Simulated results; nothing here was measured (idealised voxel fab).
This section sets out a process module, namely voxel self aligned contacts.
Square cells of 5 nm make up the cross-section cut, whose width is 235 nm.
Heads up, the way a cross-section reads in here is a grid of square cells, handed over as bands from the top down, with every band being one or more rows of cells. Each band's line starts with the height of the band's top and of its bottom, in nm. Then come its materials from left to right, each with its width in nm. One material with "full width" fills the band from edge to edge. "empty" is empty space. Height datum 0, below which the as-received substrate wafer is one material. Lowest band open at the bottom, running downward: "0 down". A width given as "30->40" starts at the first number in the band's top row and ends at the second number in its bottom row, shifting by an equal amount at every step from row to row. Key: "remains unaltered" - step with no changed cell in the cross-section. For the entry "Enclosed internal voids", the listed items are empty spaces with no open way to the top whose size is 8 cells or more; each item follows the pattern width x height at distance, where distance is from the left edge and all three are in nm. Read whatever lies past the settings on a step's line as the simulator's own remark about the step. overlay nm: mask offset rightward from planned place, masked step; negative means leftward offset.
[The steps planned for the process are as follows]
1 op RECEIVE | material Si
2 op CONFORMAL_DEP | material SiO2 | thk nm 5
3 op DIRECTIONAL_DEP | material polySi | thk nm 30
4 op DIRECTIONAL_DEP | material SiN | thk nm 20
5 op DIRECTIONAL_DEP | material aC | thk nm 15
6 op PATTERN | tone cover | mask id GATE | material resist | width nm 25 | pitch nm 60 | thk nm 30 | overlay nm 0
7 op DIRECTIONAL_ETCH | etch materials aC | depth nm 15
8 op STRIP | etch materials resist
9 op DIRECTIONAL_ETCH | etch materials SiN | depth nm 20
10 op DIRECTIONAL_ETCH | etch materials polySi | depth nm 30
11 op STRIP | etch materials aC
12 op CONFORMAL_DEP | material SiN | thk nm 10
13 op DIRECTIONAL_ETCH | etch materials SiN | depth nm 10
14 op FILL_DEP | material SiO2 | thk nm 15
15 op CMP | height nm 65
16 op MASKED_ETCH | tone open | mask id CONTACT | width nm 45 | pitch nm 60 | etch materials SiO2 | depth nm 65 | overlay nm 0
17 op CONFORMAL_DEP | material TiN | thk nm 5
18 op FILL_DEP | material W | thk nm 5
19 op CMP | height nm 65
20 op CONFORMAL_DEP | material SiN | thk nm 5
[First wafer of two (run as planned)]
[Wafer cross-section on receipt, i.e. after step 1]
* 0 down  Si full width
* Enclosed internal voids: none
[after step 2]
* 5 to 0  SiO2 full width
* Below 0, the layers are the same as they were.
[after step 3]
* 35 to 5  polySi full width
* Below 5, the layers are the same as they were.
[after step 4]
* 55 to 35  SiN full width
* Below 35, the layers are the same as they were.
[after step 5]
* 70 to 55  aC full width
* Below 55, the layers are the same as they were.
[after step 6]
* 100 to 70  empty: 45  resist: 25  empty: 35  resist: 25  empty: 35  resist: 25  empty: 45
* Below 70, the layers are the same as they were.
[after step 7]
* 85 to 70  empty: 45  resist: 25  empty: 35  resist: 25  empty: 35  resist: 25  empty: 45
* 70 to 55  empty: 45  aC: 25  empty: 35  aC: 25  empty: 35  aC: 25  empty: 45
* Below 55, the layers are the same as they were.
[after step 8]
* 70 to 55  empty: 45  aC: 25  empty: 35  aC: 25  empty: 35  aC: 25  empty: 45
* Below 55, the layers are the same as they were.
[after step 9]
* 70 to 55  empty: 45  aC: 25  empty: 35  aC: 25  empty: 35  aC: 25  empty: 45
* 55 to 35  empty: 45  SiN: 25  empty: 35  SiN: 25  empty: 35  SiN: 25  empty: 45
* Below 35, the layers are the same as they were.
[after step 10]
* 70 to 55  empty: 45  aC: 25  empty: 35  aC: 25  empty: 35  aC: 25  empty: 45
* 55 to 35  empty: 45  SiN: 25  empty: 35  SiN: 25  empty: 35  SiN: 25  empty: 45
* 35 to 5  empty: 45  polySi: 25  empty: 35  polySi: 25  empty: 35  polySi: 25  empty: 45
* Below 5, the layers are the same as they were.
[after step 11]
* 55 to 35  empty: 45  SiN: 25  empty: 35  SiN: 25  empty: 35  SiN: 25  empty: 45
* Below 35, the layers are the same as they were.
[after step 12]
* 65 to 35  empty: 35  SiN: 45  empty: 15  SiN: 45  empty: 15  SiN: 45  empty: 35
* 35 to 15  empty: 35  SiN: 10  polySi: 25  SiN: 10  empty: 15  SiN: 10  polySi: 25  SiN: 10  empty: 15  SiN: 10  polySi: 25  SiN: 10  empty: 35
* 15 to 5  SiN: 45  polySi: 25  SiN: 35  polySi: 25  SiN: 35  polySi: 25  SiN: 45
* Below 5, the layers are the same as they were.
[after step 13]
* 55 to 35  empty: 35  SiN: 45  empty: 15  SiN: 45  empty: 15  SiN: 45  empty: 35
* 35 to 5  empty: 35  SiN: 10  polySi: 25  SiN: 10  empty: 15  SiN: 10  polySi: 25  SiN: 10  empty: 15  SiN: 10  polySi: 25  SiN: 10  empty: 35
* Below 5, the layers are the same as they were.
[after step 14]
* 70 to 55  SiO2 full width
* 55 to 35  SiO2: 35  SiN: 45  SiO2: 15  SiN: 45  SiO2: 15  SiN: 45  SiO2: 35
* 35 to 5  SiO2: 35  SiN: 10  polySi: 25  SiN: 10  SiO2: 15  SiN: 10  polySi: 25  SiN: 10  SiO2: 15  SiN: 10  polySi: 25  SiN: 10  SiO2: 35
* Below 5, the layers are the same as they were.
[after step 15]
* 65 to 55  SiO2 full width
* Below 55, the layers are the same as they were.
[after step 16]
* 65 to 55  SiO2: 65  empty: 45  SiO2: 15  empty: 45  SiO2: 65
* 55 to 35  SiO2: 35  SiN: 45  empty: 15  SiN: 45  empty: 15  SiN: 45  SiO2: 35
* 35 to 5  SiO2: 35  SiN: 10  polySi: 25  SiN: 10  empty: 15  SiN: 10  polySi: 25  SiN: 10  empty: 15  SiN: 10  polySi: 25  SiN: 10  SiO2: 35
* 5 to 0  SiO2: 80  empty: 15  SiO2: 45  empty: 15  SiO2: 80
* Below 0, the layers are the same as they were.
[after step 17]
* 70 to 65  TiN: 70  empty: 35  TiN: 25  empty: 35  TiN: 70
* 65 to 55  SiO2: 65  TiN: 5->20  empty: 35->5  TiN: 5->20  SiO2: 15  TiN: 5->20  empty: 35->5  TiN: 5->20  SiO2: 65
* 55 to 35  SiO2: 35  SiN: 45  TiN: 5  empty: 5  TiN: 5  SiN: 45  TiN: 5  empty: 5  TiN: 5  SiN: 45  SiO2: 35
* 35 to 5  SiO2: 35  SiN: 10  polySi: 25  SiN: 10  TiN: 5  empty: 5  TiN: 5  SiN: 10  polySi: 25  SiN: 10  TiN: 5  empty: 5  TiN: 5  SiN: 10  polySi: 25  SiN: 10  SiO2: 35
* 5 to 0  SiO2: 80  TiN: 15  SiO2: 45  TiN: 15  SiO2: 80
* Below 0, the layers are the same as they were.
[after step 18]
* 75 to 70  W full width
* 70 to 65  TiN: 70  W: 35  TiN: 25  W: 35  TiN: 70
* 65 to 55  SiO2: 65  TiN: 5->20  W: 35->5  TiN: 5->20  SiO2: 15  TiN: 5->20  W: 35->5  TiN: 5->20  SiO2: 65
* 55 to 35  SiO2: 35  SiN: 45  TiN: 5  W: 5  TiN: 5  SiN: 45  TiN: 5  W: 5  TiN: 5  SiN: 45  SiO2: 35
* 35 to 5  SiO2: 35  SiN: 10  polySi: 25  SiN: 10  TiN: 5  W: 5  TiN: 5  SiN: 10  polySi: 25  SiN: 10  TiN: 5  W: 5  TiN: 5  SiN: 10  polySi: 25  SiN: 10  SiO2: 35
* Below 5, the layers are the same as they were.
[after step 19]
* 65 to 55  SiO2: 65  TiN: 5->20  W: 35->5  TiN: 5->20  SiO2: 15  TiN: 5->20  W: 35->5  TiN: 5->20  SiO2: 65
* Below 55, the layers are the same as they were.
[after step 20]
* 70 to 65  SiN full width
* Below 65, the layers are the same as they were.
[The remaining wafer, second of the two, started like the first and was run to the same plan, except that one mistake was made along the way; the two coincide through step 5, inclusive]
[Second wafer cross-section, taken as of the time the plan sets for step 6 to be done]
* 100 to 70  empty: 50  resist: 20  empty: 40  resist: 20  empty: 40  resist: 20  empty: 45
* Below 70, the layers are the same as they were.
[Second wafer cross-section, taken as of the time the plan sets for step 7 to be done]
* 85 to 70  empty: 50  resist: 20  empty: 40  resist: 20  empty: 40  resist: 20  empty: 45
* 70 to 55  empty: 50  aC: 20  empty: 40  aC: 20  empty: 40  aC: 20  empty: 45
* Below 55, the layers are the same as they were.
[Second wafer cross-section, taken as of the time the plan sets for step 8 to be done]
* 70 to 55  empty: 50  aC: 20  empty: 40  aC: 20  empty: 40  aC: 20  empty: 45
* Below 55, the layers are the same as they were.
[Second wafer cross-section, taken as of the time the plan sets for step 9 to be done]
* 70 to 55  empty: 50  aC: 20  empty: 40  aC: 20  empty: 40  aC: 20  empty: 45
* 55 to 35  empty: 50  SiN: 20  empty: 40  SiN: 20  empty: 40  SiN: 20  empty: 45
* Below 35, the layers are the same as they were.
[Second wafer cross-section, taken as of the time the plan sets for step 10 to be done]
* 70 to 55  empty: 50  aC: 20  empty: 40  aC: 20  empty: 40  aC: 20  empty: 45
* 55 to 35  empty: 50  SiN: 20  empty: 40  SiN: 20  empty: 40  SiN: 20  empty: 45
* 35 to 5  empty: 50  polySi: 20  empty: 40  polySi: 20  empty: 40  polySi: 20  empty: 45
* Below 5, the layers are the same as they were.
[Second wafer cross-section, taken as of the time the plan sets for step 11 to be done]
* 55 to 35  empty: 50  SiN: 20  empty: 40  SiN: 20  empty: 40  SiN: 20  empty: 45
* Below 35, the layers are the same as they were.
[Second wafer cross-section, taken as of the time the plan sets for step 12 to be done]
* 65 to 35  empty: 40  SiN: 40  empty: 20  SiN: 40  empty: 20  SiN: 40  empty: 35
* 35 to 15  empty: 40  SiN: 10  polySi: 20  SiN: 10  empty: 20  SiN: 10  polySi: 20  SiN: 10  empty: 20  SiN: 10  polySi: 20  SiN: 10  empty: 35
* 15 to 5  SiN: 50  polySi: 20  SiN: 40  polySi: 20  SiN: 40  polySi: 20  SiN: 45
* Below 5, the layers are the same as they were.
[Second wafer cross-section, taken as of the time the plan sets for step 13 to be done]
* 55 to 35  empty: 40  SiN: 40  empty: 20  SiN: 40  empty: 20  SiN: 40  empty: 35
* 35 to 5  empty: 40  SiN: 10  polySi: 20  SiN: 10  empty: 20  SiN: 10  polySi: 20  SiN: 10  empty: 20  SiN: 10  polySi: 20  SiN: 10  empty: 35
* Below 5, the layers are the same as they were.
[Second wafer cross-section, taken as of the time the plan sets for step 14 to be done]
* 70 to 55  SiO2 full width
* 55 to 35  SiO2: 40  SiN: 40  SiO2: 20  SiN: 40  SiO2: 20  SiN: 40  SiO2: 35
* 35 to 5  SiO2: 40  SiN: 10  polySi: 20  SiN: 10  SiO2: 20  SiN: 10  polySi: 20  SiN: 10  SiO2: 20  SiN: 10  polySi: 20  SiN: 10  SiO2: 35
* Below 5, the layers are the same as they were.
[Second wafer cross-section, taken as of the time the plan sets for step 15 to be done]
* 65 to 55  SiO2 full width
* Below 55, the layers are the same as they were.
[Second wafer cross-section, taken as of the time the plan sets for step 16 to be done]
* 65 to 55  SiO2: 65  empty: 45  SiO2: 15  empty: 45  SiO2: 65
* 55 to 35  SiO2: 40  SiN: 40  empty: 20  SiN: 40  empty: 20  SiN: 40  SiO2: 35
* 35 to 5  SiO2: 40  SiN: 10  polySi: 20  SiN: 10  empty: 20  SiN: 10  polySi: 20  SiN: 10  empty: 20  SiN: 10  polySi: 20  SiN: 10  SiO2: 35
* 5 to 0  SiO2: 80  empty: 20  SiO2: 40  empty: 20  SiO2: 75
* Below 0, the layers are the same as they were.
[Second wafer cross-section, taken as of the time the plan sets for step 17 to be done]
* 70 to 65  TiN: 70  empty: 35  TiN: 25  empty: 35  TiN: 70
* 65 to 55  SiO2: 65  TiN: 5->20  empty: 35->10  TiN: 5->15  SiO2: 15  TiN: 5->20  empty: 35->10  TiN: 5->15  SiO2: 65
* 55 to 35  SiO2: 40  SiN: 40  TiN: 5  empty: 10  TiN: 5  SiN: 40  TiN: 5  empty: 10  TiN: 5  SiN: 40  SiO2: 35
* 35 to 5  SiO2: 40  SiN: 10  polySi: 20  SiN: 10  TiN: 5  empty: 10  TiN: 5  SiN: 10  polySi: 20  SiN: 10  TiN: 5  empty: 10  TiN: 5  SiN: 10  polySi: 20  SiN: 10  SiO2: 35
* 5 to 0  SiO2: 80  TiN: 20  SiO2: 40  TiN: 20  SiO2: 75
* Below 0, the layers are the same as they were.
[Second wafer cross-section, taken as of the time the plan sets for step 18 to be done]
* 75 to 70  W full width
* 70 to 65  TiN: 70  W: 35  TiN: 25  W: 35  TiN: 70
* 65 to 55  SiO2: 65  TiN: 5->20  W: 35->10  TiN: 5->15  SiO2: 15  TiN: 5->20  W: 35->10  TiN: 5->15  SiO2: 65
* 55 to 35  SiO2: 40  SiN: 40  TiN: 5  W: 10  TiN: 5  SiN: 40  TiN: 5  W: 10  TiN: 5  SiN: 40  SiO2: 35
* 35 to 5  SiO2: 40  SiN: 10  polySi: 20  SiN: 10  TiN: 5  W: 10  TiN: 5  SiN: 10  polySi: 20  SiN: 10  TiN: 5  W: 10  TiN: 5  SiN: 10  polySi: 20  SiN: 10  SiO2: 35
* Below 5, the layers are the same as they were.
[Second wafer cross-section, taken as of the time the plan sets for step 19 to be done]
* 65 to 55  SiO2: 65  TiN: 5->20  W: 35->10  TiN: 5->15  SiO2: 15  TiN: 5->20  W: 35->10  TiN: 5->15  SiO2: 65
* Below 55, the layers are the same as they were.
[Second wafer cross-section, taken as of the time the plan sets for step 20 to be done]
* 70 to 65  SiN full width
* Below 65, the layers are the same as they were.
Against the plan, the run slipped here: step 6 went in with a setting other than planned; the actual run was op PATTERN | tone cover | mask id GATE | material resist | width nm 20 | pitch nm 60 | thk nm 30 | overlay nm 0
The final cell counts differ between the wafers, with the second having more or fewer of some materials than the first: SiN -12, SiO2 +8, W +22, polySi -18
